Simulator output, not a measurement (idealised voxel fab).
Process module in this document: voxel double patterning
For reference, the cross-section in this document is cut, with width 225 nm and square cells of 5 nm.
If you're reading a cross-section in this doc, picture square cells in a grid; it comes to you as bands, top ones listed first down to the bottom, and a band can be one or more rows of cells. Within each band entry, the heights of the top and of the bottom of the band appear first, in that order and in nm; the materials of the band then follow from left to right, each with its corresponding width in nm. The designation "all across" on a single material indicates that it fills the band from edge to edge; the designation "air" indicates empty space. Heights are measured from 0, the level below which the as-received wafer is all one material; the lowest band has no bottom and continues downward, written as in "0 and below". The notation "30 to 40" denotes a width that varies across the rows of cells in the band, beginning at the first number in the top row, finishing at the second number in the bottom row, and changing by an identical amount from each row to the next. Take "everything unchanged" at face value: in the step it is given for, the cross-section changed in none of its cells. In the "Sealed cavities" entry, you get each enclosed empty space of 8 cells or more, one with no open way to the top, written width x height at distance, distance from the left edge, in nm. Post-settings text on a step line: simulator's own remark regarding the step. "overlay nm" answers the question of how far to the right of plan the mask lay on a step that has a mask, and when it is negative the answer is to the left.

# plan
1) RECEIVE: material Si
2) CONFORMAL_DEP: material SiN, thk nm 5
3) DIRECTIONAL_DEP: material SiO2, thk nm 15
4) DIRECTIONAL_DEP: material SiCN, thk nm 10
5) PATTERN: tone open, mask id FIRST, material resist, width nm 15, pitch nm 50, thk nm 15, overlay nm 0
6) DIRECTIONAL_ETCH: etch materials SiCN, depth nm 10
7) STRIP: etch materials resist
8) MASKED_ETCH: tone open, mask id SECOND, width nm 15, pitch nm 50, etch materials SiCN, depth nm 10, overlay nm 0
9) DIRECTIONAL_ETCH: etch materials SiO2, depth nm 15
10) STRIP: etch materials SiCN

# As received (post step 1): cross-section
    0 and below | Si all across
    Sealed cavities: none

# Module complete - cross-section of the first of two wafers, run according to plan
    20 down to 5 | 55 SiO2  15 air  10 SiO2  15 air  10 SiO2  15 air  10 SiO2  15 air  10 SiO2  15 air  55 SiO2
    5 down to 0 | SiN all across
    0 and below | Si all across
    Sealed cavities: none

# End of module, second wafer, cross-section. Started like the first, planned like the first, run with one mistake
    20 down to 0 | SiN all across
    0 and below | Si all across
    Sealed cavities: none
What was the processing mistake? step 3 did not happen as planned, as run it was DIRECTIONAL_DEP: material SiN, thk nm 15
Looking at both finished wafers in cells, the second ends up ahead of or behind the first on some materials: +135 SiN, -90 SiO2
